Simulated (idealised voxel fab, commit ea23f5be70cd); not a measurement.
process module | voxel gate over fins
cross-section cut | 300 nm wide | cells 5 nm
A cross-section is a grid of square cells, given in bands from the top down. A band is one or more rows of cells.
Each band's line starts with the height of the band's top and of its bottom, in nm. Then come its materials from left to right, each with its width in nm. One material with "throughout" fills the band from edge to edge. "air" is empty space.
Height 0 is the level under which the wafer as received is all one material. The lowest band goes on downwards, as in "0 down".
A width such as "30 to 40" changes by the same amount from each row of cells to the next, from the band's top row to its bottom row.
"no change" after a step means that no cell of the cross-section changed.
closed voids: empty space of 8 cells or more with no open way to the top, each as width x height at its distance from the left edge, in nm
after a step's settings: what the simulator itself notes on the step
overlay nm, on a step with a mask: how far to the right of its planned place the mask lay; to the left if negative
plan
1 op RECEIVE | material Si
2 op CONFORMAL_DEP | material SiN | thk nm 5
3 op DIRECTIONAL_DEP | material aC | thk nm 10
4 op PATTERN | tone cover | mask id FINS | material resist | width nm 15 | pitch nm 50 | thk nm 25 | overlay nm 0
5 op DIRECTIONAL_ETCH | etch materials aC | depth nm 10
6 op STRIP | etch materials resist
7 op DIRECTIONAL_ETCH | etch materials SiN | depth nm 5
8 op DIRECTIONAL_ETCH | etch materials Si | depth nm 40
9 op STRIP | etch materials aC
10 op OXIDIZE | depth nm 5
11 op FILL_DEP | material SiO2 | thk nm 15
12 op CMP | height nm 5
13 op PATTERN | tone open | mask id RAIL | material resist | width nm 15 | thk nm 20 | overlay nm 0
14 op DIRECTIONAL_ETCH | etch materials SiO2 | depth nm 40
15 op STRIP | etch materials resist
16 op CONFORMAL_DEP | material TiN | thk nm 5
17 op FILL_DEP | material W | thk nm 5
18 op CMP | height nm 5
19 op SELECTIVE_ETCH | etch materials W Ru TiN | depth nm 30
20 op FILL_DEP | material SiO2 | thk nm 5
21 op CMP | height nm 5
22 op SELECTIVE_ETCH | etch materials SiO2 | depth nm 20
23 op STRIP | etch materials SiN
24 op CONFORMAL_DEP | material HfO2 | thk nm 5
25 op CONFORMAL_DEP | material TiN | thk nm 5
26 op CONFORMAL_DEP | material TiAl | thk nm 5
27 op CONFORMAL_DEP | material TiN | thk nm 5
28 op FILL_DEP | material W | thk nm 10
29 op CMP | height nm 25
30 op CONFORMAL_DEP | material SiCN | thk nm 5
as received, after step 1
  0 down: Si throughout
  closed voids: none
a wafer at the end: this start, this plan, one mistake
  30 to 25: SiCN throughout
  25 to 20: W throughout
  20 to 15: W 75 | TiN 45 | W 5 | TiN 45 | W 5 | TiN 45 | W 80
  15 to 10: W 75 | TiN 5 | TiAl 35 | TiN 5 | W 5 | TiN 5 | TiAl 35 | TiN 5 | W 5 | TiN 5 | TiAl 35 | TiN 5 | W 80
  10 to 5: W 75 | TiN 5 | TiAl 5 | TiN 25 | TiAl 5 | TiN 5 | W 5 | TiN 5 | TiAl 5 | TiN 25 | TiAl 5 | TiN 5 | W 5 | TiN 5 | TiAl 5 | TiN 25 | TiAl 5 | TiN 5 | W 80
  5 to 0: TiN 80 | TiAl 5 | TiN 5 | HfO2 15 | TiN 5 | TiAl 5 | TiN 15 | TiAl 5 | TiN 5 | HfO2 15 | TiN 5 | TiAl 5 | TiN 15 | TiAl 5 | TiN 5 | HfO2 15 | TiN 5 | TiAl 5 | TiN 85
  0 to -5: TiAl 85 | TiN 5 | HfO2 5 | Si 5 | HfO2 5 | TiN 5 | TiAl 25 | TiN 5 | HfO2 5 | Si 5 | HfO2 5 | TiN 5 | TiAl 25 | TiN 5 | HfO2 5 | Si 5 | HfO2 5 | TiN 5 | TiAl 90
  -5 to -10: TiN 90 | HfO2 5 | Si 5 | HfO2 5 | TiN 35 | HfO2 5 | Si 5 | HfO2 5 | TiN 35 | HfO2 5 | Si 5 | HfO2 5 | TiN 95
  -10 to -15: HfO2 95 | Si 5 | HfO2 45 | Si 5 | HfO2 45 | Si 5 | HfO2 100
  -15 to -25: SiO2 95 | Si 5 | SiO2 45 | Si 5 | SiO2 45 | Si 5 | SiO2 100
  -25 to -30: W 85 | TiN 5 | SiO2 5 | Si 5 | SiO2 5 | TiN 10 | SiO2 15 | TiN 10 | SiO2 5 | Si 5 | SiO2 5 | TiN 5 | W 25 | TiN 5 | SiO2 5 | Si 5 | SiO2 5 | TiN 5 | W 90
  -30 to -35: TiN 90 | SiO2 5 | Si 5 | SiO2 5 | TiN 10 | SiO2 15 | TiN 10 | SiO2 5 | Si 5 | SiO2 5 | TiN 35 | SiO2 5 | Si 5 | SiO2 5 | TiN 95
  -35 to -45: SiO2 95 | Si 5 | SiO2 45 | Si 5 | SiO2 45 | Si 5 | SiO2 100
  -45 down: Si throughout
  closed voids: none
what went wrong: step 13 ran as: op PATTERN | tone cover | mask id RAIL | material resist | width nm 15 | thk nm 20 | overlay nm 0
